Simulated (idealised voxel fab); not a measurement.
The document below concerns the process module designated voxel capacitor over wiring.
It is cross-section cut that appears here, measuring 255 nm in width, its square cells being 5 nm in size.
The cross-sections in this document take the form of a grid made of square cells. They are written out as bands, in order from top to bottom. Each band consists of one or more rows of cells.
Each band's line starts with the height of the band's top and of its bottom, in nm. Then come its materials from left to right, each with its width in nm. One material with "throughout" fills the band from edge to edge. "blank" is empty space.
Counting heights begins at 0, where everything beneath is, in the wafer as received, one material. The lowest band has no bottom; it goes on downwards, as "0 -> down" shows.
Read "30..40" as a graded width: first number on top, second number at the bottom, same change between each pair of neighbouring rows.
Given "no modifications" for a step, no cell of the cross-section differs between before and after that step.
Basically, "Enclosed void listing" tells you about the enclosed voids: empty spaces with no open way to the top, 8 cells or bigger, each written width x height at distance, where distance is from the left edge, all in nm.
On each step's line, the part that comes after the settings is the simulator's own comment on the step.
On any step carrying a mask, the "overlay nm" setting, if present on the step's line, tells how far right of its planned place the mask lay; negative values point to the left.
Here's what the planned process steps look like
| 1 | RECEIVE with material Si |
| 2 | CONFORMAL_DEP with material SiO2, thk nm 15 |
| 3 | DIRECTIONAL_DEP with material TiN, thk nm 5 |
| 4 | DIRECTIONAL_DEP with material W, thk nm 15 |
| 5 | PATTERN with tone cover, mask id METAL_1, material resist, width nm 20, pitch nm 70, thk nm 15, overlay nm 0 |
| 6 | DIRECTIONAL_ETCH with etch materials W, depth nm 15 |
| 7 | DIRECTIONAL_ETCH with etch materials TiN, depth nm 5 |
| 8 | STRIP with etch materials resist |
| 9 | CONFORMAL_DEP with material SiN, thk nm 5 |
| 10 | FILL_DEP with material lowk, thk nm 10 |
| 11 | CMP with height nm 35 |
| 12 | CONFORMAL_DEP with material SiCN, thk nm 5 |
| 13 | DIRECTIONAL_DEP with material lowk, thk nm 20 |
| 14 | DIRECTIONAL_DEP with material aC, thk nm 10 |
| 15 | PATTERN with tone open, mask id PLUG_1, material resist, width nm 15, thk nm 25, overlay nm 0 |
| 16 | DIRECTIONAL_ETCH with etch materials aC, depth nm 10 |
| 17 | STRIP with etch materials resist |
| 18 | DIRECTIONAL_ETCH with etch materials lowk, depth nm 20 |
| 19 | DIRECTIONAL_ETCH with etch materials SiCN, depth nm 5 |
| 20 | STRIP with etch materials aC |
| 21 | CONFORMAL_DEP with material TiN, thk nm 5 |
| 22 | FILL_DEP with material Ru, thk nm 10 |
| 23 | CMP with height nm 60 |
| 24 | DIRECTIONAL_DEP with material TiN, thk nm 10 |
| 25 | DIRECTIONAL_DEP with material SiN, thk nm 5 |
| 26 | DIRECTIONAL_DEP with material TiN, thk nm 5 |
| 27 | PATTERN with tone cover, mask id UPPER_PLATE, material resist, width nm 55, thk nm 20, overlay nm 0 |
| 28 | DIRECTIONAL_ETCH with etch materials TiN, depth nm 5 |
| 29 | DIRECTIONAL_ETCH with etch materials SiN, depth nm 5 |
| 30 | STRIP with etch materials resist |
| 31 | MASKED_ETCH with tone cover, mask id LOWER_PLATE, width nm 65, etch materials TiN, depth nm 10, overlay nm 0 |
| 32 | FILL_DEP with material SiO2, thk nm 15 |
| 33 | CMP with height nm 90 |
| 34 | DIRECTIONAL_DEP with material aC, thk nm 15 |
| 35 | PATTERN with tone open, mask id PLUG_2, material resist, width nm 15, thk nm 30, overlay nm 0 |
| 36 | DIRECTIONAL_ETCH with etch materials aC, depth nm 15 |
| 37 | STRIP with etch materials resist |
| 38 | DIRECTIONAL_ETCH with etch materials SiO2, depth nm 10 |
| 39 | STRIP with etch materials aC |
| 40 | CONFORMAL_DEP with material TiN, thk nm 5 |
| 41 | FILL_DEP with material Ru, thk nm 5 |
| 42 | CMP with height nm 90 |
| 43 | CONFORMAL_DEP with material SiCN, thk nm 5 |
Delivered wafer in cross-section: state after step 1
  0 -> down = Si throughout
  Enclosed void listing: none
a wafer at the end: this start, this plan, one mistake
  95 -> 90 = SiCN throughout
  90 -> 85 = SiO2 (95), then TiN (5), then Ru (5), then TiN (5), then SiO2 (145)
  85 -> 75 = SiO2 (95..85), then TiN (15..55), then SiO2 (145..115)
  75 -> 65 = SiO2 (80), then TiN (65), then SiO2 (110)
  65 -> 60 = SiN throughout
  60 -> 40 = lowk (85), then TiN (5), then Ru (5), then TiN (5), then lowk (155)
  40 -> 35 = SiCN (85), then TiN (15), then SiCN (155)
  35 -> 20 = lowk (75), then SiN (5), then W (20), then SiN (5), then lowk (40), then SiN (5), then W (20), then SiN (5), then lowk (80)
  20 -> 15 = SiN (80), then TiN (20), then SiN (50), then TiN (20), then SiN (85)
  15 -> 0 = SiO2 throughout
  0 -> down = Si throughout
  Enclosed void listing: none
Plan not followed: the intended sequence of steps 24 and 25 was reversed during processing, with each occupying the position of the other
